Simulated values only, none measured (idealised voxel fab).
Proc. module: voxel fin reveal
Shown is cross-section cut, with a width of 300 nm and square cells of size 5 nm.
When this document writes out a cross-section, it uses a grid of square cells and lists it as bands, beginning at the top and moving down, with a band standing for one or more rows of cells. Each band's line starts with the height of the band's top and of its bottom, in nm. Then come its materials from left to right, each with its width in nm. One material with "throughout" fills the band from edge to edge. "air" is empty space. Basically, 0 is our baseline, since under it the wafer straight out of the box is all one material. The bottom band has no lower end and keeps on going down, so it looks like "0 and below". A width given as "30 to 40" starts at the first number in the band's top row and ends at the second number in its bottom row, shifting by an equal amount at every step from row to row. You'll sometimes find "no modifications" written for a step, and that's the way of saying that nowhere in the cross-section did a cell change during that step. For the entry "Cavities, closed", the listed items are empty spaces with no open way to the top whose size is 8 cells or more; each item follows the pattern width x height at distance, where distance is from the left edge and all three are in nm. Read whatever lies past the settings on a step's line as the simulator's own remark about the step. "overlay nm" answers the question of how far to the right of plan the mask lay on a step that has a mask, and when it is negative the answer is to the left.
List of planned process steps
1 RECEIVE, material Si
2 CONFORMAL_DEP, material SiN, thk nm 10
3 PATTERN, tone cover, mask id FINS, material resist, width nm 15, pitch nm 35, thk nm 20, overlay nm -15
4 DIRECTIONAL_ETCH, etch materials SiN, depth nm 10
5 DIRECTIONAL_ETCH, etch materials Si, depth nm 35
6 STRIP, etch materials resist
7 OXIDIZE, depth nm 5
8 FILL_DEP, material SiO2, thk nm 15
9 CMP, height nm 10
10 SELECTIVE_ETCH, etch materials SiO2, depth nm 25
11 STRIP, etch materials SiN
For clarity, it should be stated that the wafers under discussion commence in an identical condition and differ with respect to the overlay nm of step 3, the plan indicating the value that the first wafer had.
This is how the first of several wafers looked in cross-section when it arrived, which is after step 1
- 0 and below | Si throughout
- Cavities, closed: none
Cross-section after step 11, the final step of the module, for the first of several wafers
- 0 down to -15 | 115 of air; 5 of Si; 30 of air; 5 of Si; 145 of air
- -15 down to -40 | 115 of SiO2; 5 of Si; 30 of SiO2; 5 of Si; 145 of SiO2
- -40 and below | Si throughout
- Cavities, closed: none
X-section, last wafer, module end
- 0 down to -15 | 145 of air; 5 of Si; 30 of air; 5 of Si; 115 of air
- -15 down to -40 | 145 of SiO2; 5 of Si; 30 of SiO2; 5 of Si; 115 of SiO2
- -40 and below | Si throughout
- Cavities, closed: none
Tabulated below, wafer by wafer, are the end-of-module results: for each material, the number of cells gained (+) or lost (-) relative to the as-received state, followed by the closed voids
overlay nm -15; -464 Si; +290 SiO2; Cavities, closed: none
overlay nm -10; -464 Si; +290 SiO2; Cavities, closed: none
overlay nm -5; -464 Si; +290 SiO2; Cavities, closed: none
overlay nm 0; -464 Si; +290 SiO2; Cavities, closed: none
overlay nm 5; -464 Si; +290 SiO2; Cavities, closed: none
overlay nm 10; -464 Si; +290 SiO2; Cavities, closed: none
overlay nm 15; -464 Si; +290 SiO2; Cavities, closed: none
